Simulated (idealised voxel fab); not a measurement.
You're looking at the process module voxel quadruple lines.
Pictured: cross-section cut, 225 nm wide, on a grid of 5 nm square cells.
Bands, listed from the top down, are how a cross-section gets written in this document; the cross-section itself is a grid of square cells, and a band is one or more rows of them. Band: top height; bottom height; in nm. Then, left to right: material with width in nm, for each material. "edge to edge": a single material spanning edge to edge. "air": empty space. Counting heights begins at 0, where everything beneath is, in the wafer as received, one material. The lowest band has no bottom; it goes on downwards, as "0 nm and below" shows. Per-row width for "30..40": begins at first number (top row of band), ends at second number (bottom row), increment between rows held constant. "nothing got changed" for a step: no cell of the cross-section changed in that step. Enclosed voids (no open way to top), threshold 8 cells or more, entry "Unvented internal voids", notation width x height at distance, distance from left edge, nm. Whatever follows a step's settings on its line is a remark the simulator itself makes about that step. "overlay nm", when on a step's line for a step with a mask, measures how far to the right of its planned place the mask lay; a negative measure means to the left.
Planned step list for the process:
1,RECEIVE: material Si
2,CONFORMAL_DEP: material SiO2, thk nm 5
3,DIRECTIONAL_DEP: material W, thk nm 10
4,DIRECTIONAL_DEP: material polySi, thk nm 15
5,DIRECTIONAL_DEP: material aC, thk nm 20
6,PATTERN: tone cover, mask id MANDREL, material resist, width nm 20, thk nm 30, overlay nm 0
7,DIRECTIONAL_ETCH: etch materials aC, depth nm 20
8,STRIP: etch materials resist
9,CONFORMAL_DEP: material SiO2, thk nm 10
10,DIRECTIONAL_ETCH: etch materials SiO2, depth nm 10
11,STRIP: etch materials aC
12,DIRECTIONAL_ETCH: etch materials polySi, depth nm 15
13,STRIP: etch materials SiO2
14,CONFORMAL_DEP: material SiCN, thk nm 5
15,DIRECTIONAL_ETCH: etch materials SiCN, depth nm 5
16,STRIP: etch materials polySi
17,DIRECTIONAL_ETCH: etch materials W, depth nm 10
18,STRIP: etch materials SiCN
19,FILL_DEP: material SiO2, thk nm 10
20,CMP: height nm 15
As-received wafer cross-section (after step 1):
	0 nm and below  Si edge to edge
	Unvented internal voids: none
Looking at the first of two wafers in cross-section at end of module - ran to plan:
	15 nm to 5 nm  85 SiO2 | 5 W | 10 SiO2 | 5 W | 10 SiO2 | 5 W | 10 SiO2 | 5 W | 90 SiO2
	5 nm to 0 nm  SiO2 edge to edge
	0 nm and below  Si edge to edge
	Unvented internal voids: none
Cross-sectional view of the second of two wafers upon completion of the module. This wafer shared its starting condition and process plan with the first; one error was made during its execution:
	10 nm to 5 nm  85 SiO2 | 5 W | 10 SiO2 | 5 W | 10 SiO2 | 5 W | 10 SiO2 | 5 W | 90 SiO2
	5 nm to 0 nm  SiO2 edge to edge
	0 nm and below  Si edge to edge
	Unvented internal voids: none
Where did the run depart from the plan? step 20 went in with a setting other than planned; the actual run was CMP: height nm 10
at the end the second wafer has, in cells: -41 SiO2; -4 W
